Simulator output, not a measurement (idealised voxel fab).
Presented below is a process module, voxel capacitor over wiring.
For reference, the cross-section in this document is cut, with width 140 nm and square cells of 5 nm.
Cross-section = grid of square cells, listed top down in bands; band = one or more rows.
Band: top height; bottom height; in nm. Then, left to right: material with width in nm, for each material. "full width": a single material spanning edge to edge. "air": empty space.
Heights are expressed relative to 0, this being the level below which the as-received wafer comprises one material exclusively. The lowest band is unbounded in the downward direction and is denoted as in "0 -> down".
Width: "30->40" (first number = top row, second number = bottom row, same change from row to row of cells).
What does "nothing was modified" mean for a step? It means no cell of the cross-section changed in that step.
The entry titled "Closed-off voids" provides the empty spaces that have no open way to the top, restricted to those of 8 cells or more. Each is presented as width x height at distance, the distance being measured from the left edge, with all three in nm.
On each step's line, the part that comes after the settings is the simulator's own comment on the step.
The line of a step may include "overlay nm". On a step with a mask, this value is how far to the right of its planned place the mask lay. A negative value means the mask lay to the left.

The steps planned for the process are as follows
- 1: RECEIVE with material Si
- 2: CONFORMAL_DEP with material SiO2, thk nm 10
- 3: DIRECTIONAL_DEP with material TiN, thk nm 5
- 4: DIRECTIONAL_DEP with material Ru, thk nm 25
- 5: MASKED_ETCH with tone cover, mask id METAL_1, width nm 25, pitch nm 80, etch materials Ru, depth nm 25, overlay nm 0
- 6: MASKED_ETCH with tone cover, mask id METAL_1, width nm 25, pitch nm 80, etch materials TiN, depth nm 5, overlay nm 0
- 7: CONFORMAL_DEP with material SiN, thk nm 5
- 8: FILL_DEP with material SiO2, thk nm 5
- 9: CMP with height nm 40
- 10: CONFORMAL_DEP with material SiCN, thk nm 5
- 11: DIRECTIONAL_DEP with material lowk, thk nm 15
- 12: DIRECTIONAL_DEP with material aC, thk nm 10
- 13: PATTERN with tone open, mask id PLUG_1, material resist, width nm 15, thk nm 25, overlay nm 0
- 14: DIRECTIONAL_ETCH with etch materials aC, depth nm 10
- 15: STRIP with etch materials resist
- 16: DIRECTIONAL_ETCH with etch materials lowk, depth nm 15
- 17: DIRECTIONAL_ETCH with etch materials SiCN, depth nm 5
- 18: STRIP with etch materials aC
- 19: CONFORMAL_DEP with material TiN, thk nm 5
- 20: FILL_DEP with material Ru, thk nm 5
- 21: CMP with height nm 60
- 22: DIRECTIONAL_DEP with material TiN, thk nm 5
- 23: DIRECTIONAL_DEP with material Al2O3, thk nm 5
- 24: DIRECTIONAL_DEP with material TiN, thk nm 10
- 25: MASKED_ETCH with tone cover, mask id UPPER_PLATE, width nm 60, etch materials TiN, depth nm 10, overlay nm 0
- 26: MASKED_ETCH with tone cover, mask id UPPER_PLATE, width nm 60, etch materials Al2O3, depth nm 5, overlay nm 0
- 27: DIRECTIONAL_DEP with material aC, thk nm 10
- 28: PATTERN with tone cover, mask id LOWER_PLATE, material resist, width nm 70, thk nm 30, overlay nm 0
- 29: DIRECTIONAL_ETCH with etch materials aC, depth nm 10
- 30: STRIP with etch materials resist
- 31: DIRECTIONAL_ETCH with etch materials TiN, depth nm 5
- 32: STRIP with etch materials aC
- 33: FILL_DEP with material SiO2, thk nm 20
- 34: CMP with height nm 95
- 35: PATTERN with tone open, mask id PLUG_2, material resist, width nm 15, thk nm 15, overlay nm 0
- 36: DIRECTIONAL_ETCH with etch materials SiO2, depth nm 15
- 37: STRIP with etch materials resist
- 38: CONFORMAL_DEP with material TiN, thk nm 5
- 39: FILL_DEP with material Ru, thk nm 5
- 40: CMP with height nm 95
- 41: CONFORMAL_DEP with material SiN, thk nm 5

Step 1 complete: cross-section of the wafer as received
> 0 -> down: Si full width
> Closed-off voids: none

a wafer at the end: this start, this plan, one mistake
> 100 -> 95: SiN full width
> 95 -> 85: SiO2 35 nm, TiN 5 nm, Ru 5 nm, TiN 5 nm, SiO2 90 nm
> 85 -> 80: SiO2 35 nm, TiN 15 nm, SiO2 90 nm
> 80 -> 75: SiO2 25 nm, Al2O3 60 nm, SiO2 55 nm
> 75 -> 70: SiO2 20 nm, TiN 70 nm, SiO2 50 nm
> 70 -> 60: TiN full width
> 60 -> 45: lowk 25 nm, TiN 5 nm, Ru 5 nm, TiN 5 nm, lowk 100 nm
> 45 -> 40: SiCN 25 nm, TiN 15 nm, SiCN 100 nm
> 40 -> 15: SiO2 10 nm, SiN 5 nm, Ru 25 nm, SiN 5 nm, SiO2 45 nm, SiN 5 nm, Ru 25 nm, SiN 5 nm, SiO2 15 nm
> 15 -> 10: SiN 15 nm, TiN 25 nm, SiN 55 nm, TiN 25 nm, SiN 20 nm
> 10 -> 0: SiO2 full width
> 0 -> down: Si full width
> Closed-off voids: none
Against the plan, the run slipped here: steps 23 and 24 of the plan were each performed in the slot designated for the other
